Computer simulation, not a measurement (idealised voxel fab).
The following process module bears the name voxel self aligned vias.
The cross-section shown here is cut; it is 265 nm wide and divided into square cells measuring 5 nm on a side.
Cross-section format: a grid of square cells, given as bands from top to bottom; each band is one or more rows of cells.
Heights first: top, then bottom, in nm. Then materials, left to right, each with a width in nm. "full width" on a single material: fills the band edge to edge. "air": empty space.
Height is counted from the level 0, under which the received wafer is composed throughout of one material. The lowest of the bands is not closed at the bottom but continues downward, in the notation "0 and below".
It should be noted that a width expressed as "30->40" varies in equal increments from row to row of cells within the band, taking the value of the first number at the top row and that of the second number at the bottom row.
Reading "remains unaltered" for a step: not a cell of the cross-section changed in it.
Under "Non-vented voids" you'll find the enclosed gaps, the ones with no way out to the top, that are 8 cells or bigger; each reads width x height at distance, with distance counted from the left edge, everything in nm.
It should be noted that, on the line of a given step, the content following the step's settings is a remark produced by the simulator itself with respect to that step.
When a step includes a mask, the "overlay nm" setting on its line states how far to the right of its planned place that mask lay, and negative values state how far to the left.

# The following list gives the planned process steps
1: RECEIVE: material Si
2: CONFORMAL_DEP: material SiO2, thk nm 10
3: CONFORMAL_DEP: material SiCN, thk nm 5
4: DIRECTIONAL_DEP: material SiO2, thk nm 25
5: MASKED_ETCH: tone open, mask id LINES, width nm 25, pitch nm 60, etch materials SiO2, depth nm 25, overlay nm 0
6: CONFORMAL_DEP: material TiN, thk nm 5
7: FILL_DEP: material W, thk nm 10
8: CMP: height nm 40
9: SELECTIVE_ETCH: etch materials W Ru TiN, depth nm 5
10: FILL_DEP: material SiN, thk nm 10
11: CMP: height nm 40
12: DIRECTIONAL_DEP: material SiO2, thk nm 20
13: PATTERN: tone open, mask id VIAS, material resist, width nm 35, pitch nm 120, thk nm 20, overlay nm 0
14: DIRECTIONAL_ETCH: etch materials SiO2, depth nm 20
15: DIRECTIONAL_ETCH: etch materials SiN, depth nm 5
16: STRIP: etch materials resist
17: CONFORMAL_DEP: material TiN, thk nm 5
18: FILL_DEP: material Ru, thk nm 5
19: CMP: height nm 60
20: CONFORMAL_DEP: material SiN, thk nm 5

# first wafer, as planned

# The cross-section here shows the wafer as received, i.e. in its state after step 1
> 0 and below  Si full width
> Non-vented voids: none

# Wafer xsec, post step 2
> 10 down to 0  SiO2 full width
> Below 0, no change.

# Wafer xsec, post step 3
> 15 down to 10  SiCN full width
> Below 10, no change.

# Wafer xsec, post step 4
> 40 down to 15  SiO2 full width
> Below 15, no change.

# Wafer xsec, post step 5
> 40 down to 15  60 SiO2 | 25 air | 35 SiO2 | 25 air | 35 SiO2 | 25 air | 60 SiO2
> Below 15, no change.

# Wafer xsec, post step 6
> 45 down to 40  65 TiN | 15 air | 45 TiN | 15 air | 45 TiN | 15 air | 65 TiN
> 40 down to 20  60 SiO2 | 5 TiN | 15 air | 5 TiN | 35 SiO2 | 5 TiN | 15 air | 5 TiN | 35 SiO2 | 5 TiN | 15 air | 5 TiN | 60 SiO2
> 20 down to 15  60 SiO2 | 25 TiN | 35 SiO2 | 25 TiN | 35 SiO2 | 25 TiN | 60 SiO2
> Below 15, no change.

# Wafer xsec, post step 7
> 55 down to 45  W full width
> 45 down to 40  65 TiN | 15 W | 45 TiN | 15 W | 45 TiN | 15 W | 65 TiN
> 40 down to 20  60 SiO2 | 5 TiN | 15 W | 5 TiN | 35 SiO2 | 5 TiN | 15 W | 5 TiN | 35 SiO2 | 5 TiN | 15 W | 5 TiN | 60 SiO2
> Below 20, no change.

# Wafer xsec, post step 8
> 40 down to 20  60 SiO2 | 5 TiN | 15 W | 5 TiN | 35 SiO2 | 5 TiN | 15 W | 5 TiN | 35 SiO2 | 5 TiN | 15 W | 5 TiN | 60 SiO2
> Below 20, no change.

# Wafer xsec, post step 9
> 40 down to 35  60 SiO2 | 25 air | 35 SiO2 | 25 air | 35 SiO2 | 25 air | 60 SiO2
> Below 35, no change.

# Wafer xsec, post step 10
> 50 down to 40  SiN full width
> 40 down to 35  60 SiO2 | 25 SiN | 35 SiO2 | 25 SiN | 35 SiO2 | 25 SiN | 60 SiO2
> Below 35, no change.

# Wafer xsec, post step 11
> 40 down to 35  60 SiO2 | 25 SiN | 35 SiO2 | 25 SiN | 35 SiO2 | 25 SiN | 60 SiO2
> Below 35, no change.

# Wafer xsec, post step 12
> 60 down to 40  SiO2 full width
> Below 40, no change.

# Wafer xsec, post step 13
> 80 down to 60  55 resist | 35 air | 85 resist | 35 air | 55 resist
> Below 60, no change.

# Wafer xsec, post step 14
> 80 down to 60  55 resist | 35 air | 85 resist | 35 air | 55 resist
> 60 down to 40  55 SiO2 | 35 air | 85 SiO2 | 35 air | 55 SiO2
> Below 40, no change.

# Wafer xsec, post step 15
> 80 down to 60  55 resist | 35 air | 85 resist | 35 air | 55 resist
> 60 down to 40  55 SiO2 | 35 air | 85 SiO2 | 35 air | 55 SiO2
> 40 down to 35  60 SiO2 | 25 air | 35 SiO2 | 25 SiN | 35 SiO2 | 25 air | 60 SiO2
> Below 35, no change.

# Wafer xsec, post step 16
> 60 down to 40  55 SiO2 | 35 air | 85 SiO2 | 35 air | 55 SiO2
> Below 40, no change.

# Wafer xsec, post step 17
> 65 down to 60  60 TiN | 25 air | 95 TiN | 25 air | 60 TiN
> 60 down to 45  55 SiO2 | 5 TiN | 25 air | 5 TiN | 85 SiO2 | 5 TiN | 25 air | 5 TiN | 55 SiO2
> 45 down to 40  55 SiO2 | 10 TiN | 15 air | 10 TiN | 85 SiO2 | 10 TiN | 15 air | 10 TiN | 55 SiO2
> 40 down to 35  60 SiO2 | 25 TiN | 35 SiO2 | 25 SiN | 35 SiO2 | 25 TiN | 60 SiO2
> Below 35, no change.

# Wafer xsec, post step 18
> 70 down to 65  Ru full width
> 65 down to 60  60 TiN | 25 Ru | 95 TiN | 25 Ru | 60 TiN
> 60 down to 45  55 SiO2 | 5 TiN | 25 Ru | 5 TiN | 85 SiO2 | 5 TiN | 25 Ru | 5 TiN | 55 SiO2
> 45 down to 40  55 SiO2 | 10 TiN | 15 Ru | 10 TiN | 85 SiO2 | 10 TiN | 15 Ru | 10 TiN | 55 SiO2
> Below 40, no change.

# Wafer xsec, post step 19
> 60 down to 45  55 SiO2 | 5 TiN | 25 Ru | 5 TiN | 85 SiO2 | 5 TiN | 25 Ru | 5 TiN | 55 SiO2
> Below 45, no change.

# Wafer xsec, post step 20
> 65 down to 60  SiN full width
> Below 60, no change.

# Wafer two of two - same starting point, same process plan, one mistake in execution; matches wafer one up to and including step 19

# Second wafer cross-section, taken as of the time the plan sets for step 20 to be done
> 65 down to 60  SiCN full width
> Below 60, no change.
Run error: in deviation from the planned setting, step 20 was conducted as CONFORMAL_DEP: material SiCN, thk nm 5
Upon completion, the second wafer contains, in terms of cells, a greater or smaller amount of certain materials than the first wafer: SiCN: 53 more; SiN: 53 fewer
